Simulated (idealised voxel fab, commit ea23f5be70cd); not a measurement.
Module name: voxel spacer lines (process module)
Xsec cut, 260 nm wide, square cell size 5 nm.
For the purposes of this document, a cross-section shall be understood as a grid of square cells, specified as bands listed in top-to-bottom order, each band consisting of one or more rows of cells. Band: top height; bottom height; in nm. Then, left to right: material with width in nm, for each material. "throughout": a single material spanning edge to edge. "blank": empty space. Heights are measured from 0, the level below which the as-received wafer is all one material; the lowest band has no bottom and continues downward, written as in "z 0 and below". Width: "30 to 40" (first number = top row, second number = bottom row, same change from row to row of cells). Step note "left unchanged" = no cross-section cell changed. What "Unvented voids" gives you is every empty space of 8 cells or more that is cut off from the top. Each appears as width x height at distance, with the distance taken from the left edge and width, height and distance all in nm. On each step's line, the part that comes after the settings is the simulator's own comment on the step. overlay nm, on a step with a mask: how far to the right of its planned place the mask lay; to the left if negative.

[Here's what the planned process steps look like]
1 op RECEIVE | material Si
2 op CONFORMAL_DEP | material SiO2 | thk nm 5
3 op DIRECTIONAL_DEP | material TiN | thk nm 15
4 op DIRECTIONAL_DEP | material aC | thk nm 25
5 op PATTERN | tone cover | mask id MANDREL | material resist | width nm 25 | pitch nm 80 | thk nm 35 | overlay nm 0
6 op DIRECTIONAL_ETCH | etch materials aC | depth nm 25
7 op STRIP | etch materials resist
8 op CONFORMAL_DEP | material SiN | thk nm 15
9 op DIRECTIONAL_ETCH | etch materials SiN | depth nm 15
10 op STRIP | etch materials aC
11 op DIRECTIONAL_ETCH | etch materials TiN | depth nm 15
12 op STRIP | etch materials SiN

[The first of two wafers, run as planned]

[The cross-section here shows the wafer as received, i.e. in its state after step 1]
- z 0 and below  Si throughout
- Unvented voids: none

[Wafer section view after processing step 2]
- z 5 to 0  SiO2 throughout
- Below 0, the layers are the same as they were.

[Wafer section view after processing step 3]
- z 20 to 5  TiN throughout
- Below 5, the layers are the same as they were.

[Wafer section view after processing step 4]
- z 45 to 20  aC throughout
- Below 20, the layers are the same as they were.

[Wafer section view after processing step 5]
- z 80 to 45  blank 35 nm, resist 25 nm, blank 55 nm, resist 25 nm, blank 55 nm, resist 25 nm, blank 40 nm
- Below 45, the layers are the same as they were.

[Wafer section view after processing step 6]
- z 55 to 45  blank 35 nm, resist 25 nm, blank 55 nm, resist 25 nm, blank 55 nm, resist 25 nm, blank 40 nm
- z 45 to 20  blank 35 nm, aC 25 nm, blank 55 nm, aC 25 nm, blank 55 nm, aC 25 nm, blank 40 nm
- Below 20, the layers are the same as they were.

[Wafer section view after processing step 7]
- z 45 to 20  blank 35 nm, aC 25 nm, blank 55 nm, aC 25 nm, blank 55 nm, aC 25 nm, blank 40 nm
- Below 20, the layers are the same as they were.

[Wafer section view after processing step 8]
- z 60 to 45  blank 20 nm, SiN 55 nm, blank 25 nm, SiN 55 nm, blank 25 nm, SiN 55 nm, blank 25 nm
- z 45 to 35  blank 20 nm, SiN 15 nm, aC 25 nm, SiN 15 nm, blank 25 nm, SiN 15 nm, aC 25 nm, SiN 15 nm, blank 25 nm, SiN 15 nm, aC 25 nm, SiN 15 nm, blank 25 nm
- z 35 to 20  SiN 35 nm, aC 25 nm, SiN 55 nm, aC 25 nm, SiN 55 nm, aC 25 nm, SiN 40 nm
- Below 20, the layers are the same as they were.

[Wafer section view after processing step 9]
- z 45 to 20  blank 20 nm, SiN 15 nm, aC 25 nm, SiN 15 nm, blank 25 nm, SiN 15 nm, aC 25 nm, SiN 15 nm, blank 25 nm, SiN 15 nm, aC 25 nm, SiN 15 nm, blank 25 nm
- Below 20, the layers are the same as they were.

[Wafer section view after processing step 10]
- z 45 to 20  blank 20 nm, SiN 15 nm, blank 25 nm, SiN 15 nm, blank 25 nm, SiN 15 nm, blank 25 nm, SiN 15 nm, blank 25 nm, SiN 15 nm, blank 25 nm, SiN 15 nm, blank 25 nm
- Below 20, the layers are the same as they were.

[Wafer section view after processing step 11]
- z 45 to 20  blank 20 nm, SiN 15 nm, blank 25 nm, SiN 15 nm, blank 25 nm, SiN 15 nm, blank 25 nm, SiN 15 nm, blank 25 nm, SiN 15 nm, blank 25 nm, SiN 15 nm, blank 25 nm
- z 20 to 5  blank 20 nm, TiN 15 nm, blank 25 nm, TiN 15 nm, blank 25 nm, TiN 15 nm, blank 25 nm, TiN 15 nm, blank 25 nm, TiN 15 nm, blank 25 nm, TiN 15 nm, blank 25 nm
- Below 5, the layers are the same as they were.

[Wafer section view after processing step 12]
- z 20 to 5  blank 20 nm, TiN 15 nm, blank 25 nm, TiN 15 nm, blank 25 nm, TiN 15 nm, blank 25 nm, TiN 15 nm, blank 25 nm, TiN 15 nm, blank 25 nm, TiN 15 nm, blank 25 nm
- Below 5, the layers are the same as they were.

[Second wafer - shared start and plan with the first - one error in running - same as the first up to step 1 inclusive]

[when step 2 should have ended]
- z 15 to 0  TiN throughout
- Below 0, the layers are the same as they were.

[when step 3 should have ended]
- z 20 to 15  SiO2 throughout
- Below 15, the layers are the same as they were.

[when step 4 should have ended]
- z 45 to 20  aC throughout
- Below 20, the layers are the same as they were.

[when step 5 should have ended]
- z 80 to 45  blank 35 nm, resist 25 nm, blank 55 nm, resist 25 nm, blank 55 nm, resist 25 nm, blank 40 nm
- Below 45, the layers are the same as they were.

[when step 6 should have ended]
- z 55 to 45  blank 35 nm, resist 25 nm, blank 55 nm, resist 25 nm, blank 55 nm, resist 25 nm, blank 40 nm
- z 45 to 20  blank 35 nm, aC 25 nm, blank 55 nm, aC 25 nm, blank 55 nm, aC 25 nm, blank 40 nm
- Below 20, the layers are the same as they were.

[when step 7 should have ended]
- z 45 to 20  blank 35 nm, aC 25 nm, blank 55 nm, aC 25 nm, blank 55 nm, aC 25 nm, blank 40 nm
- Below 20, the layers are the same as they were.

[when step 8 should have ended]
- z 60 to 45  blank 20 nm, SiN 55 nm, blank 25 nm, SiN 55 nm, blank 25 nm, SiN 55 nm, blank 25 nm
- z 45 to 35  blank 20 nm, SiN 15 nm, aC 25 nm, SiN 15 nm, blank 25 nm, SiN 15 nm, aC 25 nm, SiN 15 nm, blank 25 nm, SiN 15 nm, aC 25 nm, SiN 15 nm, blank 25 nm
- z 35 to 20  SiN 35 nm, aC 25 nm, SiN 55 nm, aC 25 nm, SiN 55 nm, aC 25 nm, SiN 40 nm
- Below 20, the layers are the same as they were.

[when step 9 should have ended]
- z 45 to 20  blank 20 nm, SiN 15 nm, aC 25 nm, SiN 15 nm, blank 25 nm, SiN 15 nm, aC 25 nm, SiN 15 nm, blank 25 nm, SiN 15 nm, aC 25 nm, SiN 15 nm, blank 25 nm
- Below 20, the layers are the same as they were.

[when step 10 should have ended]
- z 45 to 20  blank 20 nm, SiN 15 nm, blank 25 nm, SiN 15 nm, blank 25 nm, SiN 15 nm, blank 25 nm, SiN 15 nm, blank 25 nm, SiN 15 nm, blank 25 nm, SiN 15 nm, blank 25 nm
- Below 20, the layers are the same as they were.

when step 11 should have ended: left unchanged

[when step 12 should have ended]
- z 20 to 15  SiO2 throughout
- Below 15, the layers are the same as they were.
Deviation from plan: deviation from plan: step 3 and step 2 executed in one another's positions
Wrapping up, a cell-based count of both wafers puts the second over or under the first for these materials: TiN: 102 more
